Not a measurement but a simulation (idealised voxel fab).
process module | voxel fin reveal
cross-section cut | 155 nm wide | cells 5 nm
A cross-section is a grid of square cells, given in bands from the top down. A band is one or more rows of cells.
Each band's line starts with the height of the band's top and of its bottom, in nm. Then come its materials from left to right, each with its width in nm. One material with "throughout" fills the band from edge to edge. "air" is empty space.
Height 0 is the level under which the wafer as received is all one material. The lowest band goes on downwards, as in "0 down".
A width such as "30 to 40" changes by the same amount from each row of cells to the next, from the band's top row to its bottom row.
"no change" after a step means that no cell of the cross-section changed.
closed voids: empty space of 8 cells or more with no open way to the top, each as width x height at its distance from the left edge, in nm
after a step's settings: what the simulator itself notes on the step
overlay nm, on a step with a mask: how far to the right of its planned place the mask lay; to the left if negative
plan
1 op RECEIVE | material Si
2 op CONFORMAL_DEP | material SiN | thk nm 5
3 op DIRECTIONAL_DEP | material aC | thk nm 15
4 op PATTERN | tone cover | mask id FINS | material resist | width nm 15 | pitch nm 40 | thk nm 35 | overlay nm 0
5 op DIRECTIONAL_ETCH | etch materials aC | depth nm 15
6 op STRIP | etch materials resist
7 op DIRECTIONAL_ETCH | etch materials SiN | depth nm 5
8 op DIRECTIONAL_ETCH | etch materials Si | depth nm 35
9 op STRIP | etch materials aC
10 op FILL_DEP | material SiO2 | thk nm 10
11 op CMP | height nm 5
12 op SELECTIVE_ETCH | etch materials SiO2 | depth nm 15
13 op STRIP | etch materials SiN
14 op CONFORMAL_DEP | material SiO2 | thk nm 5
first wafer, as planned
as received, after step 1
  0 down: Si throughout
  closed voids: none
after step 2
  5 to 0: SiN throughout
  below 0: unchanged
after step 3
  20 to 5: aC throughout
  below 5: unchanged
after step 4
  55 to 20: air 50 | resist 15 | air 25 | resist 15 | air 50
  below 20: unchanged
after step 5
  40 to 20: air 50 | resist 15 | air 25 | resist 15 | air 50
  20 to 5: air 50 | aC 15 | air 25 | aC 15 | air 50
  below 5: unchanged
after step 6
  20 to 5: air 50 | aC 15 | air 25 | aC 15 | air 50
  below 5: unchanged
after step 7
  20 to 5: air 50 | aC 15 | air 25 | aC 15 | air 50
  5 to 0: air 50 | SiN 15 | air 25 | SiN 15 | air 50
  below 0: unchanged
after step 8
  20 to 5: air 50 | aC 15 | air 25 | aC 15 | air 50
  5 to 0: air 50 | SiN 15 | air 25 | SiN 15 | air 50
  0 to -35: air 50 | Si 15 | air 25 | Si 15 | air 50
  below -35: unchanged
after step 9
  5 to 0: air 50 | SiN 15 | air 25 | SiN 15 | air 50
  below 0: unchanged
after step 10
  15 to 5: SiO2 throughout
  5 to 0: SiO2 50 | SiN 15 | SiO2 25 | SiN 15 | SiO2 50
  0 to -35: SiO2 50 | Si 15 | SiO2 25 | Si 15 | SiO2 50
  below -35: unchanged
after step 11
  5 to 0: SiO2 50 | SiN 15 | SiO2 25 | SiN 15 | SiO2 50
  below 0: unchanged
after step 12
  5 to 0: air 50 | SiN 15 | air 25 | SiN 15 | air 50
  0 to -10: air 50 | Si 15 | air 25 | Si 15 | air 50
  below -10: unchanged
after step 13
  0 to -10: air 50 | Si 15 | air 25 | Si 15 | air 50
  below -10: unchanged
after step 14
  5 to 0: air 45 | SiO2 25 | air 15 | SiO2 25 | air 45
  0 to -5: air 45 | SiO2 5 | Si 15 | SiO2 5 | air 15 | SiO2 5 | Si 15 | SiO2 5 | air 45
  -5 to -35: SiO2 50 | Si 15 | SiO2 25 | Si 15 | SiO2 50
  below -35: unchanged
second wafer: like start, like plan, one mistake. Through step 10 it matches the first wafer
when step 11 should have ended
  -5 to -35: SiO2 50 | Si 15 | SiO2 25 | Si 15 | SiO2 50
  below -35: unchanged
when step 12 should have ended
  -5 to -20: air 50 | Si 15 | air 25 | Si 15 | air 50
  below -20: unchanged
when step 13 should have ended: no change
when step 14 should have ended
  0 to -5: air 45 | SiO2 25 | air 15 | SiO2 25 | air 45
  -5 to -15: air 45 | SiO2 5 | Si 15 | SiO2 5 | air 15 | SiO2 5 | Si 15 | SiO2 5 | air 45
  -15 to -35: SiO2 50 | Si 15 | SiO2 25 | Si 15 | SiO2 50
  below -35: unchanged
what went wrong: step 11 ran as: op CMP | height nm -5
at the end the second wafer has, in cells: 6 fewer of Si | 46 fewer of SiO2
